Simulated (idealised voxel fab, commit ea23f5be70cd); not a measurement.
This section sets out a process module, namely voxel self aligned contacts.
Cross-sectional view cut (width: 240 nm; square cell size: 5 nm).
Heads up, the way a cross-section reads in here is a grid of square cells, handed over as bands from the top down, with every band being one or more rows of cells.
This entry defines a band. It first specifies the height of the band's top and the height of its bottom in nm, and then specifies the band's materials from left to right, stating each material with its width in nm. The word "everywhere" identifies a single material that fills the band from edge to edge, while the word "air" identifies empty space.
Height 0 is the level under which the wafer as received is all one material. The lowest band goes on downwards, as in "top 0, no bottom".
It should be noted that a width expressed as "30 to 40" varies in equal increments from row to row of cells within the band, taking the value of the first number at the top row and that of the second number at the bottom row.
"nothing altered" after a step means that no cell of the cross-section changed.
Enclosed voids (no open way to top), threshold 8 cells or more, entry "Enclosed cavity list", notation width x height at distance, distance from left edge, nm.
Whatever follows a step's settings on its line is a remark the simulator itself makes about that step.
overlay nm: on a step with a mask, how far right of its planned place the mask lay; negative means left.
List of planned process steps:
1 RECEIVE with material Si
2 CONFORMAL_DEP with material SiO2, thk nm 5
3 DIRECTIONAL_DEP with material polySi, thk nm 25
4 DIRECTIONAL_DEP with material SiN, thk nm 20
5 DIRECTIONAL_DEP with material aC, thk nm 10
6 PATTERN with tone cover, mask id GATE, material resist, width nm 35, pitch nm 75, thk nm 25, overlay nm 0
7 DIRECTIONAL_ETCH with etch materials aC, depth nm 10
8 STRIP with etch materials resist
9 DIRECTIONAL_ETCH with etch materials SiN, depth nm 20
10 DIRECTIONAL_ETCH with etch materials polySi, depth nm 25
11 STRIP with etch materials aC
12 CONFORMAL_DEP with material SiN, thk nm 10
13 DIRECTIONAL_ETCH with etch materials SiN, depth nm 10
14 FILL_DEP with material SiO2, thk nm 10
15 CMP with height nm 55
16 MASKED_ETCH with tone open, mask id CONTACT, width nm 60, etch materials SiO2, depth nm 55, overlay nm -15
17 CONFORMAL_DEP with material TiN, thk nm 5
18 FILL_DEP with material W, thk nm 5
19 CMP with height nm 55
20 CONFORMAL_DEP with material SiCN, thk nm 5
The wafers in this document start out alike and differ in the overlay nm applied at step 16; the plan shows the value used for the first wafer.
After step 1, as received: first of several wafers, cross-section:
	top 0, no bottom: Si everywhere
	Enclosed cavity list: none
Note: the following table is arranged by wafer, a row apiece. Each row reports the end-of-module state: per material, cells gained (+) or cells lost (-) compared with the wafer as received; closed voids follow:
overlay nm -15, +48 SiCN, +128 SiN, +278 SiO2, +32 TiN, +20 W, +70 polySi, Enclosed cavity list: none
overlay nm -10, +48 SiCN, +128 SiN, +278 SiO2, +32 TiN, +20 W, +70 polySi, Enclosed cavity list: none
overlay nm -5, +48 SiCN, +128 SiN, +278 SiO2, +32 TiN, +20 W, +70 polySi, Enclosed cavity list: none
overlay nm 0, +48 SiCN, +128 SiN, +278 SiO2, +32 TiN, +20 W, +70 polySi, Enclosed cavity list: none
overlay nm 5, +48 SiCN, +128 SiN, +278 SiO2, +32 TiN, +20 W, +70 polySi, Enclosed cavity list: none
overlay nm 10, +48 SiCN, +128 SiN, +278 SiO2, +32 TiN, +20 W, +70 polySi, Enclosed cavity list: none
overlay nm 15, +48 SiCN, +128 SiN, +278 SiO2, +32 TiN, +20 W, +70 polySi, Enclosed cavity list: none
